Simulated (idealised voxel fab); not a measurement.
Process module under the name voxel transistor to metal
Pictured: cross-section cut, 275 nm wide, on a grid of 5 nm square cells.
The cross-sections in this document take the form of a grid made of square cells. They are written out as bands, in order from top to bottom. Each band consists of one or more rows of cells. Top, bottom (nm), then materials left to right with widths (nm); lone material tagged "edge to edge" fills the whole band edge to edge; "air" = empty space. Basically, 0 is our baseline, since under it the wafer straight out of the box is all one material. The bottom band has no lower end and keeps on going down, so it looks like "0 and below". So if you see something like "30..40" for the width, read it as the top row of the band sitting at the first number and the bottom row at the second, with every row in between moving by the same amount as the last. Any step labelled "no alteration" changed none of the cells in the cross-section. "Closed void table" lists enclosed empty spaces (at least 8 cells, no open path upward to the top), each as width x height at distance from the left edge, in nm. Heads up: the bit after the settings on a step's line is the simulator's remark on that step. overlay nm: on a step with a mask, how far right of its planned place the mask lay; negative means left.
## The planned process steps are enumerated hereunder
1,RECEIVE, material Si
2,CONFORMAL_DEP, material SiO2, thk nm 5
3,CONFORMAL_DEP, material SiN, thk nm 10
4,DIRECTIONAL_DEP, material aC, thk nm 15
5,PATTERN, tone cover, mask id ACTIVE, material resist, width nm 85, pitch nm 110, thk nm 35, overlay nm 0
6,DIRECTIONAL_ETCH, etch materials aC, depth nm 15
7,STRIP, etch materials resist
8,DIRECTIONAL_ETCH, etch materials SiN, depth nm 10
9,DIRECTIONAL_ETCH, etch materials SiO2, depth nm 5
10,DIRECTIONAL_ETCH, etch materials Si, depth nm 25
11,STRIP, etch materials aC
12,FILL_DEP, material SiO2, thk nm 5
13,CMP, height nm 15
14,SELECTIVE_ETCH, etch materials SiO2, depth nm 5
15,STRIP, etch materials SiN
16,SELECTIVE_ETCH, etch materials SiO2, depth nm 5
17,OXIDIZE, depth nm 5
18,DIRECTIONAL_DEP, material polySi, thk nm 30
19,DIRECTIONAL_DEP, material SiCN, thk nm 10
20,MASKED_ETCH, tone cover, mask id GATE, width nm 15, pitch nm 110, etch materials SiCN, depth nm 20, overlay nm 0
21,MASKED_ETCH, tone cover, mask id GATE, width nm 15, pitch nm 110, etch materials polySi, depth nm 40, overlay nm 0
22,CONFORMAL_DEP, material SiN, thk nm 10
23,DIRECTIONAL_ETCH, etch materials SiN, depth nm 10
24,DIRECTIONAL_ETCH, etch materials SiO2, depth nm 5
25,DIRECTIONAL_ETCH, etch materials Si, depth nm 15
26,EPI, material nSi, thk nm 20
27,FILL_DEP, material SiO2, thk nm 10
28,CMP, height nm 40
29,DIRECTIONAL_DEP, material SiO2, thk nm 15
30,PATTERN, tone open, mask id CONTACT, material resist, width nm 25, thk nm 20, overlay nm 0
31,DIRECTIONAL_ETCH, etch materials SiO2, depth nm 40
32,STRIP, etch materials resist
33,CONFORMAL_DEP, material TiN, thk nm 5
34,FILL_DEP, material W, thk nm 5
35,CMP, height nm 55
36,DIRECTIONAL_DEP, material TiN, thk nm 5
37,DIRECTIONAL_DEP, material Ru, thk nm 25
38,MASKED_ETCH, tone cover, mask id METAL_1, width nm 15, etch materials Ru, depth nm 25, overlay nm 0
39,MASKED_ETCH, tone cover, mask id METAL_1, width nm 15, etch materials TiN, depth nm 5, overlay nm 0
40,CONFORMAL_DEP, material SiCN, thk nm 5
41,FILL_DEP, material SiO2, thk nm 5
42,CMP, height nm 85
43,CONFORMAL_DEP, material SiCN, thk nm 5
44,DIRECTIONAL_DEP, material SiO2, thk nm 30
45,DIRECTIONAL_DEP, material aC, thk nm 15
46,PATTERN, tone open, mask id METAL_2, material resist, width nm 15, pitch nm 110, thk nm 30, overlay nm 0
47,DIRECTIONAL_ETCH, etch materials aC, depth nm 15
48,STRIP, etch materials resist
49,DIRECTIONAL_ETCH, etch materials SiO2, depth nm 15
50,STRIP, etch materials aC
51,DIRECTIONAL_DEP, material aC, thk nm 15
52,PATTERN, tone open, mask id METAL_2_HOLES, material resist, width nm 15, pitch nm 110, thk nm 35, overlay nm 0
53,DIRECTIONAL_ETCH, etch materials aC, depth nm 15
54,STRIP, etch materials resist
55,DIRECTIONAL_ETCH, etch materials SiO2, depth nm 15
56,DIRECTIONAL_ETCH, etch materials SiCN, depth nm 5
57,STRIP, etch materials aC
58,CONFORMAL_DEP, material TiN, thk nm 5
59,FILL_DEP, material Ru, thk nm 5
60,CMP, height nm 120
61,CONFORMAL_DEP, material SiCN, thk nm 5
## Cross-section of the wafer upon arrival, representing the state reached after step 1
* 0 and below  Si edge to edge
* Closed void table: none
## The cross-section shown corresponds to the wafer at the conclusion of the module. The initial structure and the process plan are those presented above; however, one mistake occurred in executing the plan
* 125 down to 120  SiCN edge to edge
* 120 down to 90  SiO2: 45, then TiN: 5, then Ru: 5, then TiN: 5, then SiO2: 95, then TiN: 5, then Ru: 5, then TiN: 5, then SiO2: 105
* 90 down to 85  SiCN: 45, then TiN: 15, then SiCN: 95, then TiN: 15, then SiCN: 105
* 85 down to 60  SiO2: 40, then SiCN: 5, then Ru: 15, then SiCN: 5, then SiO2: 35, then SiCN: 5, then Ru: 15, then SiCN: 5, then SiO2: 25, then SiCN: 5, then Ru: 15, then SiCN: 5, then SiO2: 35, then SiCN: 5, then Ru: 15, then SiCN: 5, then SiO2: 40
* 60 down to 55  SiCN: 45, then TiN: 15, then SiCN: 45, then TiN: 15, then SiCN: 35, then TiN: 15, then SiCN: 45, then TiN: 15, then SiCN: 45
* 55 down to 45  SiO2: 45, then TiN: 5, then W: 15, then TiN: 5, then SiO2: 25, then TiN: 5, then W: 15, then TiN: 5, then SiO2: 35, then TiN: 5, then W: 15, then TiN: 5, then SiO2: 25, then TiN: 5, then W: 15, then TiN: 5, then SiO2: 45
* 45 down to 40  SiO2: 45, then TiN: 25, then SiO2: 25, then TiN: 25, then SiO2: 35, then TiN: 25, then SiO2: 25, then TiN: 25, then SiO2: 45
* 40 down to 35  SiCN: 75, then SiN: 15, then SiCN: 95, then SiN: 15, then SiCN: 75
* 35 down to 30  polySi: 35, then SiCN: 40, then SiN: 15, then SiCN: 40, then polySi: 15, then SiCN: 40, then SiN: 15, then SiCN: 40, then polySi: 35
* 30 down to 5  polySi edge to edge
* 5 down to 0  SiO2: 35, then polySi: 95, then SiO2: 15, then polySi: 95, then SiO2: 35
* 0 down to -5  SiO2 edge to edge
* -5 down to -25  SiO2: 40, then Si: 85, then SiO2: 25, then Si: 85, then SiO2: 40
* -25 and below  Si edge to edge
* Closed void table: none
Where did the run depart from the plan? not per plan at step 20, really ran MASKED_ETCH, tone open, mask id GATE, width nm 15, pitch nm 110, etch materials SiCN, depth nm 20, overlay nm 0
